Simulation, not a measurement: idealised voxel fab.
The name of this process module is voxel fin reveal.
Square cells of 5 nm make up the cross-section cut, whose width is 250 nm.
For the purposes of this document, a cross-section shall be understood as a grid of square cells, specified as bands listed in top-to-bottom order, each band consisting of one or more rows of cells.
Band entry format. Leading values: height of top, height of bottom, nm. Remainder: materials in left-to-right order, each with its width in nm. Special words: "edge to edge" on a single material, which then fills the band edge to edge; "blank", empty space.
Height datum 0, below which the as-received substrate wafer is one material. Lowest band open at the bottom, running downward: "0 nm and below".
Per-row width for "30 to 40": begins at first number (top row of band), ends at second number (bottom row), increment between rows held constant.
"left unchanged" after a step means that no cell of the cross-section changed.
"Enclosed void catalog" contains a list of empty spaces, each no smaller than 8 cells and without an open way to the top, written in the form width x height at distance with the distance from the left edge and all three in nm.
On each step's line, the part that comes after the settings is the simulator's own comment on the step.
overlay nm: how far to the right of its planned place the mask lay on this masked step (negative: to the left).
**Planned step list for the process**
1 RECEIVE,material Si
2 CONFORMAL_DEP,material SiN,thk nm 5
3 DIRECTIONAL_DEP,material aC,thk nm 15
4 PATTERN,tone cover,mask id FINS,material resist,width nm 15,pitch nm 35,thk nm 35,overlay nm 0
5 DIRECTIONAL_ETCH,etch materials aC,depth nm 15
6 STRIP,etch materials resist
7 DIRECTIONAL_ETCH,etch materials SiN,depth nm 5
8 DIRECTIONAL_ETCH,etch materials Si,depth nm 30
9 STRIP,etch materials aC
10 FILL_DEP,material SiO2,thk nm 5
11 CMP,height nm 5
12 SELECTIVE_ETCH,etch materials SiO2,depth nm 25
13 STRIP,etch materials SiN
14 CONFORMAL_DEP,material HfO2,thk nm 5
**What follows covers the first of two wafers; it ran as planned**
**Wafer at receipt (post step 1), cross-section**
- 0 nm and below = Si edge to edge
- Enclosed void catalog: none
**The following cross-section depicts the wafer upon completion of step 2**
- 5 nm to 0 nm = SiN edge to edge
- Below 0, no change.
**The following cross-section depicts the wafer upon completion of step 3**
- 20 nm to 5 nm = aC edge to edge
- Below 5, no change.
**The following cross-section depicts the wafer upon completion of step 4**
- 55 nm to 20 nm = 65 nm blank  15 nm resist  20 nm blank  15 nm resist  20 nm blank  15 nm resist  20 nm blank  15 nm resist  65 nm blank
- Below 20, no change.
**The following cross-section depicts the wafer upon completion of step 5**
- 40 nm to 20 nm = 65 nm blank  15 nm resist  20 nm blank  15 nm resist  20 nm blank  15 nm resist  20 nm blank  15 nm resist  65 nm blank
- 20 nm to 5 nm = 65 nm blank  15 nm aC  20 nm blank  15 nm aC  20 nm blank  15 nm aC  20 nm blank  15 nm aC  65 nm blank
- Below 5, no change.
**The following cross-section depicts the wafer upon completion of step 6**
- 20 nm to 5 nm = 65 nm blank  15 nm aC  20 nm blank  15 nm aC  20 nm blank  15 nm aC  20 nm blank  15 nm aC  65 nm blank
- Below 5, no change.
**The following cross-section depicts the wafer upon completion of step 7**
- 20 nm to 5 nm = 65 nm blank  15 nm aC  20 nm blank  15 nm aC  20 nm blank  15 nm aC  20 nm blank  15 nm aC  65 nm blank
- 5 nm to 0 nm = 65 nm blank  15 nm SiN  20 nm blank  15 nm SiN  20 nm blank  15 nm SiN  20 nm blank  15 nm SiN  65 nm blank
- Below 0, no change.
**The following cross-section depicts the wafer upon completion of step 8**
- 20 nm to 5 nm = 65 nm blank  15 nm aC  20 nm blank  15 nm aC  20 nm blank  15 nm aC  20 nm blank  15 nm aC  65 nm blank
- 5 nm to 0 nm = 65 nm blank  15 nm SiN  20 nm blank  15 nm SiN  20 nm blank  15 nm SiN  20 nm blank  15 nm SiN  65 nm blank
- 0 nm to -30 nm = 65 nm blank  15 nm Si  20 nm blank  15 nm Si  20 nm blank  15 nm Si  20 nm blank  15 nm Si  65 nm blank
- Below -30, no change.
**The following cross-section depicts the wafer upon completion of step 9**
- 5 nm to 0 nm = 65 nm blank  15 nm SiN  20 nm blank  15 nm SiN  20 nm blank  15 nm SiN  20 nm blank  15 nm SiN  65 nm blank
- Below 0, no change.
**The following cross-section depicts the wafer upon completion of step 10**
- 10 nm to 5 nm = SiO2 edge to edge
- 5 nm to 0 nm = 65 nm SiO2  15 nm SiN  20 nm SiO2  15 nm SiN  20 nm SiO2  15 nm SiN  20 nm SiO2  15 nm SiN  65 nm SiO2
- 0 nm to -30 nm = 65 nm SiO2  15 nm Si  20 nm SiO2  15 nm Si  20 nm SiO2  15 nm Si  20 nm SiO2  15 nm Si  65 nm SiO2
- Below -30, no change.
**The following cross-section depicts the wafer upon completion of step 11**
- 5 nm to 0 nm = 65 nm SiO2  15 nm SiN  20 nm SiO2  15 nm SiN  20 nm SiO2  15 nm SiN  20 nm SiO2  15 nm SiN  65 nm SiO2
- Below 0, no change.
**The following cross-section depicts the wafer upon completion of step 12**
- 5 nm to 0 nm = 65 nm blank  15 nm SiN  20 nm blank  15 nm SiN  20 nm blank  15 nm SiN  20 nm blank  15 nm SiN  65 nm blank
- 0 nm to -20 nm = 65 nm blank  15 nm Si  20 nm blank  15 nm Si  20 nm blank  15 nm Si  20 nm blank  15 nm Si  65 nm blank
- Below -20, no change.
**The following cross-section depicts the wafer upon completion of step 13**
- 0 nm to -20 nm = 65 nm blank  15 nm Si  20 nm blank  15 nm Si  20 nm blank  15 nm Si  20 nm blank  15 nm Si  65 nm blank
- Below -20, no change.
**The following cross-section depicts the wafer upon completion of step 14**
- 5 nm to 0 nm = 60 nm blank  25 nm HfO2  10 nm blank  25 nm HfO2  10 nm blank  25 nm HfO2  10 nm blank  25 nm HfO2  60 nm blank
- 0 nm to -15 nm = 60 nm blank  5 nm HfO2  15 nm Si  5 nm HfO2  10 nm blank  5 nm HfO2  15 nm Si  5 nm HfO2  10 nm blank  5 nm HfO2  15 nm Si  5 nm HfO2  10 nm blank  5 nm HfO2  15 nm Si  5 nm HfO2  60 nm blank
- -15 nm to -20 nm = 65 nm HfO2  15 nm Si  20 nm HfO2  15 nm Si  20 nm HfO2  15 nm Si  20 nm HfO2  15 nm Si  65 nm HfO2
- Below -20, no change.
**It is to be noted that the second wafer proceeded from the same initial state and according to the same plan as the first, although one mistake was committed in its execution; through step 7, inclusive, the two wafers share an identical history**
**Second wafer, cut view, end of step 8 per plan**
- 20 nm to 5 nm = 65 nm blank  15 nm aC  20 nm blank  15 nm aC  20 nm blank  15 nm aC  20 nm blank  15 nm aC  65 nm blank
- 5 nm to 0 nm = 65 nm blank  15 nm SiN  20 nm blank  15 nm SiN  20 nm blank  15 nm SiN  20 nm blank  15 nm SiN  65 nm blank
- 0 nm to -60 nm = 65 nm blank  15 nm Si  20 nm blank  15 nm Si  20 nm blank  15 nm Si  20 nm blank  15 nm Si  65 nm blank
- Below -60, no change.
**Second wafer, cut view, end of step 9 per plan**
- 5 nm to 0 nm = 65 nm blank  15 nm SiN  20 nm blank  15 nm SiN  20 nm blank  15 nm SiN  20 nm blank  15 nm SiN  65 nm blank
- Below 0, no change.
**Second wafer, cut view, end of step 10 per plan**
- 10 nm to 5 nm = SiO2 edge to edge
- 5 nm to 0 nm = 65 nm SiO2  15 nm SiN  20 nm SiO2  15 nm SiN  20 nm SiO2  15 nm SiN  20 nm SiO2  15 nm SiN  65 nm SiO2
- 0 nm to -60 nm = 65 nm SiO2  15 nm Si  20 nm SiO2  15 nm Si  20 nm SiO2  15 nm Si  20 nm SiO2  15 nm Si  65 nm SiO2
- Below -60, no change.
**Second wafer, cut view, end of step 11 per plan**
- 5 nm to 0 nm = 65 nm SiO2  15 nm SiN  20 nm SiO2  15 nm SiN  20 nm SiO2  15 nm SiN  20 nm SiO2  15 nm SiN  65 nm SiO2
- Below 0, no change.
**Second wafer, cut view, end of step 12 per plan**
- 5 nm to 0 nm = 65 nm blank  15 nm SiN  20 nm blank  15 nm SiN  20 nm blank  15 nm SiN  20 nm blank  15 nm SiN  65 nm blank
- 0 nm to -20 nm = 65 nm blank  15 nm Si  20 nm blank  15 nm Si  20 nm blank  15 nm Si  20 nm blank  15 nm Si  65 nm blank
- Below -20, no change.
**Second wafer, cut view, end of step 13 per plan**
- 0 nm to -20 nm = 65 nm blank  15 nm Si  20 nm blank  15 nm Si  20 nm blank  15 nm Si  20 nm blank  15 nm Si  65 nm blank
- Below -20, no change.
**Second wafer, cut view, end of step 14 per plan**
- 5 nm to 0 nm = 60 nm blank  25 nm HfO2  10 nm blank  25 nm HfO2  10 nm blank  25 nm HfO2  10 nm blank  25 nm HfO2  60 nm blank
- 0 nm to -15 nm = 60 nm blank  5 nm HfO2  15 nm Si  5 nm HfO2  10 nm blank  5 nm HfO2  15 nm Si  5 nm HfO2  10 nm blank  5 nm HfO2  15 nm Si  5 nm HfO2  10 nm blank  5 nm HfO2  15 nm Si  5 nm HfO2  60 nm blank
- -15 nm to -20 nm = 65 nm HfO2  15 nm Si  20 nm HfO2  15 nm Si  20 nm HfO2  15 nm Si  20 nm HfO2  15 nm Si  65 nm HfO2
- Below -20, no change.
Short version of what went wrong: the plan's step 8 ran twice
Looking at both finished wafers in cells, the second ends up ahead of or behind the first on some materials: 228 fewer of Si, 228 more of SiO2
